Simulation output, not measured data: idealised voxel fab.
process module | voxel self aligned vias
cross-section cut | 285 nm wide | cells 5 nm
A cross-section is a grid of square cells, given in bands from the top down. A band is one or more rows of cells.
Each band's line starts with the height of the band's top and of its bottom, in nm. Then come its materials from left to right, each with its width in nm. One material with "throughout" fills the band from edge to edge. "air" is empty space.
Height 0 is the level under which the wafer as received is all one material. The lowest band goes on downwards, as in "0 down".
A width such as "30 to 40" changes by the same amount from each row of cells to the next, from the band's top row to its bottom row.
"no change" after a step means that no cell of the cross-section changed.
closed voids: empty space of 8 cells or more with no open way to the top, each as width x height at its distance from the left edge, in nm
after a step's settings: what the simulator itself notes on the step
overlay nm, on a step with a mask: how far to the right of its planned place the mask lay; to the left if negative
plan
1 op RECEIVE | material Si
2 op CONFORMAL_DEP | material SiO2 | thk nm 15
3 op CONFORMAL_DEP | material SiCN | thk nm 5
4 op DIRECTIONAL_DEP | material lowk | thk nm 30
5 op DIRECTIONAL_DEP | material aC | thk nm 10
6 op PATTERN | tone open | mask id LINES | material resist | width nm 30 | pitch nm 55 | thk nm 25 | overlay nm 0
7 op DIRECTIONAL_ETCH | etch materials aC | depth nm 10
8 op STRIP | etch materials resist
9 op DIRECTIONAL_ETCH | etch materials lowk | depth nm 30
10 op STRIP | etch materials aC
11 op CONFORMAL_DEP | material TiN | thk nm 5
12 op FILL_DEP | material W | thk nm 10
13 op CMP | height nm 50
14 op SELECTIVE_ETCH | etch materials W Ru TiN | depth nm 5
15 op FILL_DEP | material SiN | thk nm 5
16 op CMP | height nm 50
17 op DIRECTIONAL_DEP | material lowk | thk nm 20
18 op PATTERN | tone open | mask id VIAS | material resist | width nm 40 | thk nm 20 | overlay nm 0
19 op DIRECTIONAL_ETCH | etch materials lowk | depth nm 20
20 op DIRECTIONAL_ETCH | etch materials SiN | depth nm 5
21 op STRIP | etch materials resist
22 op CONFORMAL_DEP | material TiN | thk nm 5
23 op FILL_DEP | material W | thk nm 10
24 op CMP | height nm 70
25 op CONFORMAL_DEP | material SiN | thk nm 5
as received, after step 1
  0 down: Si throughout
  closed voids: none
first wafer at the end, as planned
  75 to 70: SiN throughout
  70 to 55: lowk 95 | TiN 5 | W 30 | TiN 5 | lowk 150
  55 to 50: lowk 95 | TiN 10 | W 20 | TiN 10 | lowk 150
  50 to 45: lowk 100 | TiN 30 | lowk 25 | SiN 30 | lowk 100
  45 to 25: lowk 100 | TiN 5 | W 20 | TiN 5 | lowk 25 | TiN 5 | W 20 | TiN 5 | lowk 100
  25 to 20: lowk 100 | TiN 30 | lowk 25 | TiN 30 | lowk 100
  20 to 15: SiCN throughout
  15 to 0: SiO2 throughout
  0 down: Si throughout
  closed voids: none
second wafer at the end: like start, like plan, one mistake
  75 to 70: SiN throughout
  70 to 50: lowk 95 | TiN 5 | W 30 | TiN 5 | lowk 150
  50 to 45: lowk 95 | TiN 40 | lowk 20 | SiN 30 | lowk 100
  45 to 30: lowk 95 | TiN 10 | W 20 | TiN 10 | lowk 20 | TiN 5 | W 20 | TiN 5 | lowk 100
  30 to 25: lowk 100 | TiN 5 | W 20 | TiN 5 | lowk 25 | TiN 5 | W 20 | TiN 5 | lowk 100
  25 to 20: lowk 100 | TiN 30 | lowk 25 | TiN 30 | lowk 100
  20 to 15: SiCN throughout
  15 to 0: SiO2 throughout
  0 down: Si throughout
  closed voids: none
what went wrong: step 19 was run twice
at the end the second wafer has, in cells: 6 more of TiN | 2 more of W | 8 fewer of lowk
